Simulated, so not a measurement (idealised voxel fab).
Process module, titled voxel transistor to metal
Cross-section cut: width 285 nm, square cells of 5 nm.
Notation: cross-section as square-cell grid; stated in bands, top first, going down; one or more cell rows per band.
Within each band entry, the heights of the top and of the bottom of the band appear first, in that order and in nm; the materials of the band then follow from left to right, each with its corresponding width in nm. The designation "throughout" on a single material indicates that it fills the band from edge to edge; the designation "empty" indicates empty space.
Height is counted from the level 0, under which the received wafer is composed throughout of one material. The lowest of the bands is not closed at the bottom but continues downward, in the notation "0 -> down".
When a width is written as two numbers, as in "30 to 40", the first number is the width in the top row of cells of the band and the second is the width in its bottom row, and the width changes by the same amount from each row to the next.
Key: "everything unchanged" - step with no changed cell in the cross-section.
So "Sealed internal cavities" is basically the list of trapped voids: any empty space of 8 cells or more that can't reach the top through an opening. They're written width x height at distance, the distance being from the left edge, and it's all nm.
If you see something after the settings on a step's line, that's the simulator's own remark about that step.
overlay nm: where the mask lay relative to plan, measured to the right, on steps with a mask; negatives go left.

So here's the lineup of process steps we planned:
step 1: RECEIVE (material Si)
step 2: CONFORMAL_DEP (material SiO2; thk nm 5)
step 3: CONFORMAL_DEP (material SiN; thk nm 10)
step 4: PATTERN (tone cover; mask id ACTIVE; material resist; width nm 115; pitch nm 135; thk nm 20; overlay nm 0)
step 5: DIRECTIONAL_ETCH (etch materials SiN; depth nm 10)
step 6: DIRECTIONAL_ETCH (etch materials SiO2; depth nm 5)
step 7: DIRECTIONAL_ETCH (etch materials Si; depth nm 20)
step 8: STRIP (etch materials resist)
step 9: FILL_DEP (material SiO2; thk nm 5)
step 10: CMP (height nm 15)
step 11: SELECTIVE_ETCH (etch materials SiO2; depth nm 10)
step 12: STRIP (etch materials SiN)
step 13: SELECTIVE_ETCH (etch materials SiO2; depth nm 5)
step 14: OXIDIZE (depth nm 5)
step 15: DIRECTIONAL_DEP (material polySi; thk nm 30)
step 16: DIRECTIONAL_DEP (material SiCN; thk nm 15)
step 17: PATTERN (tone cover; mask id GATE; material resist; width nm 25; pitch nm 135; thk nm 20; overlay nm 0)
step 18: DIRECTIONAL_ETCH (etch materials SiCN; depth nm 25)
step 19: DIRECTIONAL_ETCH (etch materials polySi; depth nm 40)
step 20: STRIP (etch materials resist)
step 21: CONFORMAL_DEP (material SiO2; thk nm 5)
step 22: DIRECTIONAL_ETCH (etch materials SiO2; depth nm 5)
step 23: CONFORMAL_DEP (material SiN; thk nm 5)
step 24: DIRECTIONAL_ETCH (etch materials SiN; depth nm 5)
step 25: DIRECTIONAL_ETCH (etch materials SiO2; depth nm 5)
step 26: DIRECTIONAL_ETCH (etch materials Si; depth nm 10)
step 27: EPI (material pSi; thk nm 15)
step 28: FILL_DEP (material SiO2; thk nm 5)
step 29: CMP (height nm 45)
step 30: DIRECTIONAL_DEP (material SiO2; thk nm 10)
step 31: PATTERN (tone open; mask id CONTACT; material resist; width nm 15; thk nm 15; overlay nm 0)
step 32: DIRECTIONAL_ETCH (etch materials SiO2; depth nm 55)
step 33: STRIP (etch materials resist)
step 34: CONFORMAL_DEP (material TiN; thk nm 5)
step 35: FILL_DEP (material W; thk nm 10)
step 36: CMP (height nm 55)
step 37: CONFORMAL_DEP (material SiCN; thk nm 5)
step 38: DIRECTIONAL_DEP (material SiO2; thk nm 20)
step 39: DIRECTIONAL_DEP (material aC; thk nm 10)
step 40: PATTERN (tone open; mask id METAL_1; material resist; width nm 15; thk nm 30; overlay nm 0)
step 41: DIRECTIONAL_ETCH (etch materials aC; depth nm 10)
step 42: STRIP (etch materials resist)
step 43: DIRECTIONAL_ETCH (etch materials SiO2; depth nm 20)
step 44: DIRECTIONAL_ETCH (etch materials SiCN; depth nm 5)
step 45: STRIP (etch materials aC)
step 46: CONFORMAL_DEP (material TiN; thk nm 5)
step 47: FILL_DEP (material Cu; thk nm 5)
step 48: CMP (height nm 80)
step 49: CONFORMAL_DEP (material SiCN; thk nm 5)
step 50: DIRECTIONAL_DEP (material lowk; thk nm 35)
step 51: PATTERN (tone open; mask id METAL_2; material resist; width nm 15; pitch nm 135; thk nm 15; overlay nm 0)
step 52: DIRECTIONAL_ETCH (etch materials lowk; depth nm 20)
step 53: STRIP (etch materials resist)
step 54: MASKED_ETCH (tone open; mask id METAL_2_HOLES; width nm 15; pitch nm 135; etch materials lowk; depth nm 15; overlay nm 0)
step 55: MASKED_ETCH (tone open; mask id METAL_2_HOLES; width nm 15; pitch nm 135; etch materials SiCN; depth nm 5; overlay nm 0)
step 56: CONFORMAL_DEP (material TiN; thk nm 5)
step 57: FILL_DEP (material Ru; thk nm 5)
step 58: CMP (height nm 120)
step 59: CONFORMAL_DEP (material SiN; thk nm 5)

Step 1 complete: cross-section of the wafer as received:
- 0 -> down = Si throughout
- Sealed internal cavities: none

Wafer at module end, in section. Began as above, planned as above, run with one mistake:
- 125 -> 120 = SiN throughout
- 120 -> 85 = lowk: 25 | TiN: 5 | Ru: 5 | TiN: 5 | lowk: 120 | TiN: 5 | Ru: 5 | TiN: 5 | lowk: 110
- 85 -> 80 = SiCN: 25 | TiN: 15 | SiCN: 120 | TiN: 15 | SiCN: 110
- 80 -> 60 = SiO2: 25 | TiN: 5 | Cu: 5 | TiN: 5 | SiO2: 65 | TiN: 5 | Cu: 5 | TiN: 5 | SiO2: 40 | TiN: 5 | Cu: 5 | TiN: 5 | SiO2: 65 | TiN: 5 | Cu: 5 | TiN: 5 | SiO2: 30
- 60 -> 55 = SiCN: 25 | TiN: 15 | SiCN: 65 | TiN: 15 | SiCN: 40 | TiN: 15 | SiCN: 65 | TiN: 15 | SiCN: 30
- 55 -> 45 = SiO2: 25 | TiN: 5 | W: 5 | TiN: 5 | SiO2: 65 | TiN: 5 | W: 5 | TiN: 5 | SiO2: 40 | TiN: 5 | W: 5 | TiN: 5 | SiO2: 65 | TiN: 5 | W: 5 | TiN: 5 | SiO2: 30
- 45 -> 35 = SiO2: 25 | TiN: 5 | W: 5 | TiN: 5 | SiO2: 10 | SiN: 5 | SiO2: 5 | SiCN: 25 | SiO2: 5 | SiN: 5 | SiO2: 10 | TiN: 5 | W: 5 | TiN: 5 | SiO2: 40 | TiN: 5 | W: 5 | TiN: 5 | SiO2: 10 | SiN: 5 | SiO2: 5 | SiCN: 25 | SiO2: 5 | SiN: 5 | SiO2: 10 | TiN: 5 | W: 5 | TiN: 5 | SiO2: 30
- 35 -> 20 = SiO2: 25 | TiN: 5 | W: 5 | TiN: 5 | SiO2: 10 | SiN: 5 | SiO2: 5 | polySi: 25 | SiO2: 5 | SiN: 5 | SiO2: 10 | TiN: 5 | W: 5 | TiN: 5 | SiO2: 40 | TiN: 5 | W: 5 | TiN: 5 | SiO2: 10 | SiN: 5 | SiO2: 5 | polySi: 25 | SiO2: 5 | SiN: 5 | SiO2: 10 | TiN: 5 | W: 5 | TiN: 5 | SiO2: 30
- 20 -> 15 = SiO2: 25 | TiN: 15 | SiO2: 10 | SiN: 5 | SiO2: 5 | polySi: 25 | SiO2: 5 | SiN: 5 | SiO2: 10 | TiN: 15 | SiO2: 40 | TiN: 15 | SiO2: 10 | SiN: 5 | SiO2: 5 | polySi: 25 | SiO2: 5 | SiN: 5 | SiO2: 10 | TiN: 15 | SiO2: 30
- 15 -> 10 = SiO2: 25 | TiN: 10 | pSi: 15 | SiN: 5 | SiO2: 5 | polySi: 25 | SiO2: 5 | SiN: 5 | pSi: 15 | TiN: 10 | SiO2: 40 | TiN: 10 | pSi: 15 | SiN: 5 | SiO2: 5 | polySi: 25 | SiO2: 5 | SiN: 5 | pSi: 15 | TiN: 10 | SiO2: 30
- 10 -> 5 = SiO2: 15 | pSi: 35 | SiN: 5 | SiO2: 5 | polySi: 25 | SiO2: 5 | SiN: 5 | pSi: 35 | SiO2: 20 | pSi: 35 | SiN: 5 | SiO2: 5 | polySi: 25 | SiO2: 5 | SiN: 5 | pSi: 35 | SiO2: 20
- 5 -> 0 = SiO2: 10 | SiN: 5 | pSi: 35 | SiO2: 45 | pSi: 35 | SiN: 5 | SiO2: 10 | SiN: 5 | pSi: 35 | SiO2: 45 | pSi: 35 | SiN: 5 | SiO2: 15
- 0 -> -5 = SiO2: 25 | pSi: 25 | Si: 45 | pSi: 25 | SiO2: 40 | pSi: 25 | Si: 45 | pSi: 25 | SiO2: 30
- -5 -> -10 = SiO2: 15 | Si: 10 | pSi: 25 | Si: 45 | pSi: 25 | Si: 10 | SiO2: 20 | Si: 10 | pSi: 25 | Si: 45 | pSi: 25 | Si: 10 | SiO2: 20
- -10 -> -20 = SiO2: 15 | Si: 115 | SiO2: 20 | Si: 115 | SiO2: 20
- -20 -> down = Si throughout
- Sealed internal cavities: none
What broke from the plan during processing? sequence error: steps 12 and 13 interchanged
